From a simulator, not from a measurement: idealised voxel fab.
Process module name: voxel wiring stack
The width of the displayed cross-section, cut, is 270 nm; its cells are square, with a size of 5 nm.
In this document a cross-section is written as a grid of square cells. It is given as a series of bands, listed from the top down, and a band is one or more rows of cells. Look at the band entry: it leads with the top's height and the bottom's height in nm. Then it lists the materials left to right, with a width in nm for each. The word "everywhere" on a single material says that material fills the band edge to edge. The word "blank" is empty space. Height reference: 0 = level under which incoming wafer is all one material. Lowest band: no bottom, runs on downward, e.g. "0 -> down". Read "30 to 40" as a graded width: first number on top, second number at the bottom, same change between each pair of neighbouring rows. "no alterations made" -> step changed no cross-section cell. Voids not open to the top, 8 cells minimum: see "Enclosed cavities". Written width x height at distance; distance is from the left edge; nm. Heads up: the bit after the settings on a step's line is the simulator's remark on that step. "overlay nm" denotes, for a step that has a mask, the displacement of the mask to the right of its planned place, with negative values corresponding to the left. Before/after cross-section pairs, one process step each; after shown to lowest changed band; step and settings beneath. Pairs may be from different runs of this module on the same starting wafer; a pair continues from the one above only where its "Pre-step cross-section" entry says so.

## Pre-step cross-section
- 150 -> 135: aC: 55; blank: 15; aC: 75; blank: 15; aC: 110
- 135 -> 115: SiO2: 55; blank: 15; SiO2: 75; blank: 15; SiO2: 110
- 115 -> 110: SiCN: 55; blank: 15; SiCN: 75; blank: 15; SiCN: 110
- 110 -> 95: SiO2: 55; TiN: 5; Cu: 10; TiN: 5; SiO2: 25; TiN: 5; Cu: 10; TiN: 5; SiO2: 25; TiN: 5; Cu: 10; TiN: 5; SiO2: 25; TiN: 5; Cu: 10; TiN: 5; SiO2: 60
- 95 -> 90: SiO2: 55; TiN: 5; Cu: 5; TiN: 10; SiO2: 25; TiN: 5; Cu: 5; TiN: 10; SiO2: 25; TiN: 5; Cu: 5; TiN: 10; SiO2: 25; TiN: 5; Cu: 5; TiN: 10; SiO2: 60
- 90 -> 75: SiO2: 55; TiN: 5; Cu: 5; TiN: 5; SiO2: 30; TiN: 5; Cu: 5; TiN: 5; SiO2: 30; TiN: 5; Cu: 5; TiN: 5; SiO2: 30; TiN: 5; Cu: 5; TiN: 5; SiO2: 65
- 75 -> 70: SiCN: 55; TiN: 15; SiCN: 30; TiN: 15; SiCN: 30; TiN: 15; SiCN: 30; TiN: 15; SiCN: 65
- 70 -> 55: Cu: 65; TiN: 5; SiO2: 5; TiN: 5; Cu: 15; TiN: 5; SiO2: 20; TiN: 5; Cu: 30; TiN: 5; SiO2: 5; TiN: 5; Cu: 15; TiN: 5; SiO2: 20; TiN: 5; Cu: 55
- 55 -> 50: TiN: 60; Cu: 5; TiN: 5; SiO2: 5; TiN: 25; SiO2: 20; TiN: 30; Cu: 5; TiN: 5; SiO2: 5; TiN: 25; SiO2: 20; TiN: 60
- 50 -> 45: SiO2: 55; TiN: 5; Cu: 5; TiN: 5; SiO2: 75; TiN: 5; Cu: 5; TiN: 5; SiO2: 110
- 45 -> 40: SiO2: 55; TiN: 15; SiO2: 75; TiN: 15; SiO2: 110
- 40 -> 35: SiCN everywhere
- 35 -> 15: SiO2: 55; TiN: 5; Cu: 10; TiN: 5; SiO2: 25; TiN: 5; Cu: 10; TiN: 5; SiO2: 25; TiN: 5; Cu: 10; TiN: 5; SiO2: 25; TiN: 5; Cu: 10; TiN: 5; SiO2: 60
- 15 -> 10: SiCN: 55; TiN: 20; SiCN: 25; TiN: 20; SiCN: 25; TiN: 20; SiCN: 25; TiN: 20; SiCN: 60
- 10 -> 0: SiO2 everywhere
- 0 -> down: Si everywhere
- Enclosed cavities: none

## Step Outcome
- 135 -> 115: SiO2: 55; blank: 15; SiO2: 75; blank: 15; SiO2: 110
- Under 115: no change, same as before.
- Enclosed cavities: none
Going from the before section above to the after section, the step was STRIP (etch materials aC)

Pre-step cross-section: after-state, pair directly above.

## Step Outcome
- 140 -> 135: TiN: 60; blank: 5; TiN: 85; blank: 5; TiN: 115
- 135 -> 115: SiO2: 55; TiN: 5; blank: 5; TiN: 5; SiO2: 75; TiN: 5; blank: 5; TiN: 5; SiO2: 110
- 115 -> 110: SiCN: 55; TiN: 15; SiCN: 75; TiN: 15; SiCN: 110
- Under 110: no change, same as before.
- Enclosed cavities: none
Going from the before section above to the after section, the step was CONFORMAL_DEP (material TiN; thk nm 5)

Pre-step cross-section: after-state, pair directly above.

## Step Outcome
- 145 -> 140: Cu everywhere
- 140 -> 135: TiN: 60; Cu: 5; TiN: 85; Cu: 5; TiN: 115
- 135 -> 115: SiO2: 55; TiN: 5; Cu: 5; TiN: 5; SiO2: 75; TiN: 5; Cu: 5; TiN: 5; SiO2: 110
- Under 115: no change, same as before.
- Enclosed cavities: none
Going from the before section above to the after section, the step was FILL_DEP (material Cu; thk nm 5)

Pre-step cross-section: after-state, pair directly above.

## Step Outcome
- 135 -> 115: SiO2: 55; TiN: 5; Cu: 5; TiN: 5; SiO2: 75; TiN: 5; Cu: 5; TiN: 5; SiO2: 110
- Under 115: no change, same as before.
- Enclosed cavities: none
Going from the before section above to the after section, the step was CMP (height nm 135)

Pre-step cross-section: after-state, pair directly above.

## Step Outcome
- 140 -> 135: TiN everywhere
- Under 135: no change, same as before.
- Enclosed cavities: none
Going from the before section above to the after section, the step was DIRECTIONAL_DEP (material TiN; thk nm 5)

Pre-step cross-section: after-state, pair directly above.

## Step Outcome
- 165 -> 140: Ru everywhere
- Under 140: no change, same as before.
- Enclosed cavities: none
Going from the before section above to the after section, the step was DIRECTIONAL_DEP (material Ru; thk nm 25)

Pre-step cross-section: after-state, pair directly above.

## Step Outcome
- 185 -> 165: blank: 55; resist: 20; blank: 25; resist: 20; blank: 25; resist: 20; blank: 25; resist: 20; blank: 60
- Under 165: no change, same as before.
- Enclosed cavities: none
Going from the before section above to the after section, the step was PATTERN (tone cover; mask id METAL_4; material resist; width nm 20; pitch nm 45; thk nm 20; overlay nm 0)

Pre-step cross-section: after-state, pair directly above.

## Step Outcome
- 185 -> 165: blank: 55; resist: 20; blank: 25; resist: 20; blank: 25; resist: 20; blank: 25; resist: 20; blank: 60
- 165 -> 140: blank: 55; Ru: 20; blank: 25; Ru: 20; blank: 25; Ru: 20; blank: 25; Ru: 20; blank: 60
- Under 140: no change, same as before.
- Enclosed cavities: none
Going from the before section above to the after section, the step was DIRECTIONAL_ETCH (etch materials Ru; depth nm 25)

Pre-step cross-section: after-state, pair directly above.

## Step Outcome
- 185 -> 165: blank: 55; resist: 20; blank: 25; resist: 20; blank: 25; resist: 20; blank: 25; resist: 20; blank: 60
- 165 -> 140: blank: 55; Ru: 20; blank: 25; Ru: 20; blank: 25; Ru: 20; blank: 25; Ru: 20; blank: 60
- 140 -> 135: blank: 55; TiN: 20; blank: 25; TiN: 20; blank: 25; TiN: 20; blank: 25; TiN: 20; blank: 60
- Under 135: no change, same as before.
- Enclosed cavities: none
Going from the before section above to the after section, the step was DIRECTIONAL_ETCH (etch materials TiN; depth nm 5)

Pre-step cross-section: after-state, pair directly above.

## Step Outcome
- 165 -> 140: blank: 55; Ru: 20; blank: 25; Ru: 20; blank: 25; Ru: 20; blank: 25; Ru: 20; blank: 60
- Under 140: no change, same as before.
- Enclosed cavities: none
Going from the before section above to the after section, the step was STRIP (etch materials resist)

Pre-step cross-section: after-state, pair directly above.

## Step Outcome
- 170 -> 165: SiO2 everywhere
- 165 -> 140: SiO2: 55; Ru: 20; SiO2: 25; Ru: 20; SiO2: 25; Ru: 20; SiO2: 25; Ru: 20; SiO2: 60
- 140 -> 135: SiO2: 55; TiN: 20; SiO2: 25; TiN: 20; SiO2: 25; TiN: 20; SiO2: 25; TiN: 20; SiO2: 60
- Under 135: no change, same as before.
- Enclosed cavities: none
Going from the before section above to the after section, the step was FILL_DEP (material SiO2; thk nm 5)

Pre-step cross-section: after-state, pair directly above.

## Step Outcome
- 165 -> 140: SiO2: 55; Ru: 20; SiO2: 25; Ru: 20; SiO2: 25; Ru: 20; SiO2: 25; Ru: 20; SiO2: 60
- Under 140: no change, same as before.
- Enclosed cavities: none
Going from the before section above to the after section, the step was CMP (height nm 165)

Pre-step cross-section: after-state, pair directly above.

## Step Outcome
- 170 -> 165: SiCN everywhere
- Under 165: no change, same as before.
- Enclosed cavities: none
Going from the before section above to the after section, the step was CONFORMAL_DEP (material SiCN; thk nm 5)
